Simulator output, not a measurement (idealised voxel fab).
The document below concerns the process module designated voxel ribs on slabs.
Square cells of 5 nm make up the cross-section cut, whose width is 260 nm.
Reading order for cross-sections: top band down to bottom band. Underlying form: a grid of square cells. Band size: one or more rows of cells. What a band's entry tells you: where the top is and where the bottom is, as heights in nm, and after that what lies inside, material by material from left to right, each with its width in nm. Empty space is written as the word "air", and a single material marked with the word "throughout" occupies the band from edge to edge. For the purposes of this specification, 0 denotes the height below which the wafer in its as-received condition is composed wholly of one material, and the lowermost band, lacking a lower limit, extends downward without end, as expressed in "0 and below". A two-number width, for instance "30 to 40", indicates that the width is equal to the first number in the top row of the band and to the second number in the bottom row, and that it changes by a constant amount per row of cells. It should be understood that the words "left unchanged", when stated for a given step, signify that the cross-section underwent no change in any of its cells during that step. Under "Enclosed internal cavities" you'll find the enclosed gaps, the ones with no way out to the top, that are 8 cells or bigger; each reads width x height at distance, with distance counted from the left edge, everything in nm. Note: text after step settings on the step line = simulator remark on that step. overlay nm: how far to the right of its planned place the mask lay on this masked step (negative: to the left).
The steps planned for the process are as follows
1) RECEIVE (material Si)
2) DIRECTIONAL_DEP (material SiO2; thk nm 25)
3) DIRECTIONAL_DEP (material SiN; thk nm 20)
4) DIRECTIONAL_DEP (material aC; thk nm 15)
5) PATTERN (tone cover; mask id RIB; material resist; width nm 25; thk nm 30; overlay nm 0)
6) DIRECTIONAL_ETCH (etch materials aC; depth nm 15)
7) STRIP (etch materials resist)
8) DIRECTIONAL_ETCH (etch materials SiN; depth nm 15)
9) STRIP (etch materials aC)
10) DIRECTIONAL_DEP (material aC; thk nm 10)
11) PATTERN (tone cover; mask id SLAB; material resist; width nm 75; thk nm 30; overlay nm 0)
12) DIRECTIONAL_ETCH (etch materials aC; depth nm 10)
13) STRIP (etch materials resist)
14) DIRECTIONAL_ETCH (etch materials SiN; depth nm 5)
15) STRIP (etch materials aC)
16) FILL_DEP (material SiO2; thk nm 25)
17) CMP (height nm 65)
18) DIRECTIONAL_DEP (material TiN; thk nm 10)
19) MASKED_ETCH (tone cover; mask id HEATER; width nm 35; etch materials TiN; depth nm 10; overlay nm 0)
20) CONFORMAL_DEP (material SiO2; thk nm 5)
Incoming wafer, cross-sectional view, post step 1
* 0 and below  Si throughout
* Enclosed internal cavities: none
Cross-sectional view of the first of the two wafers upon completion of the module, processed in accordance with the plan
* 80 down to 75  air=105; SiO2=45; air=110
* 75 down to 70  air=105; SiO2=5; TiN=35; SiO2=5; air=110
* 70 down to 65  SiO2=110; TiN=35; SiO2=115
* 65 down to 45  SiO2 throughout
* 45 down to 30  SiO2=115; SiN=25; SiO2=120
* 30 down to 25  SiO2=90; SiN=75; SiO2=95
* 25 down to 0  SiO2 throughout
* 0 and below  Si throughout
* Enclosed internal cavities: none
Cross-section, wafer two of two, end of module: same start and plan as wafer one, one error in execution
* 80 down to 75  air=105; SiO2=45; air=110
* 75 down to 70  air=105; SiO2=5; TiN=35; SiO2=5; air=110
* 70 down to 65  SiO2=110; TiN=35; SiO2=115
* 65 down to 45  SiO2 throughout
* 45 down to 40  SiO2=90; SiN=25; SiO2=25; SiN=25; SiO2=95
* 40 down to 30  SiN=115; SiO2=25; SiN=120
* 30 down to 25  SiN throughout
* 25 down to 0  SiO2 throughout
* 0 and below  Si throughout
* Enclosed internal cavities: none
what went wrong: in deviation from the planned setting, step 5 was conducted as PATTERN (tone open; mask id RIB; material resist; width nm 25; thk nm 30; overlay nm 0)
The second wafer ends with more or fewer cells of some materials than the first, per final count: 126 more of SiN, 126 fewer of SiO2
